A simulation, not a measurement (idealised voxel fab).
Proc. module: voxel fin reveal
In the cross-section labelled cut, the width is 200 nm and each square cell is 5 nm.
Each cross-section below is a grid of square cells, stated as bands in top-down order, with one or more rows of cells making up each band.
Quick guide to a band line: top height, bottom height (nm) up front; then every material left to right with its width in nm. Only one material and it's marked "everywhere"? Then it fills the band edge to edge. And "empty" just means empty space.
Heights are expressed relative to 0, this being the level below which the as-received wafer comprises one material exclusively. The lowest band is unbounded in the downward direction and is denoted as in "0 and below".
Graded width ("30..40"): value in top row of band = first number; value in bottom row = second number; row-to-row change constant.
Step note "same as before" = no cross-section cell changed.
"Closed void roster" contains a list of empty spaces, each no smaller than 8 cells and without an open way to the top, written in the form width x height at distance with the distance from the left edge and all three in nm.
Where a step's line continues beyond its settings, the continuation is a remark by the simulator itself on that step.
On any step carrying a mask, the "overlay nm" setting, if present on the step's line, tells how far right of its planned place the mask lay; negative values point to the left.

Here's what the planned process steps look like:
1. RECEIVE, material Si
2. CONFORMAL_DEP, material SiN, thk nm 10
3. MASKED_ETCH, tone cover, mask id FINS, width nm 15, pitch nm 35, etch materials SiN, depth nm 10, overlay nm 0
4. MASKED_ETCH, tone cover, mask id FINS, width nm 15, pitch nm 35, etch materials Si, depth nm 40, overlay nm 0
5. FILL_DEP, material SiO2, thk nm 15
6. CMP, height nm 10
7. SELECTIVE_ETCH, etch materials SiO2, depth nm 25
8. STRIP, etch materials SiN

Wafer as received: cross-section following step 1:
	0 and below | Si everywhere
	Closed void roster: none

Final cross-section, module run with one mistake (start and plan as above):
	10 down to 0 | 75 empty  15 SiN  20 empty  15 SiN  75 empty
	0 down to -40 | 75 empty  15 Si  20 empty  15 Si  75 empty
	-40 and below | Si everywhere
	Closed void roster: none
Short version of what went wrong: step 8 off recipe, ran as STRIP, etch materials SiO2
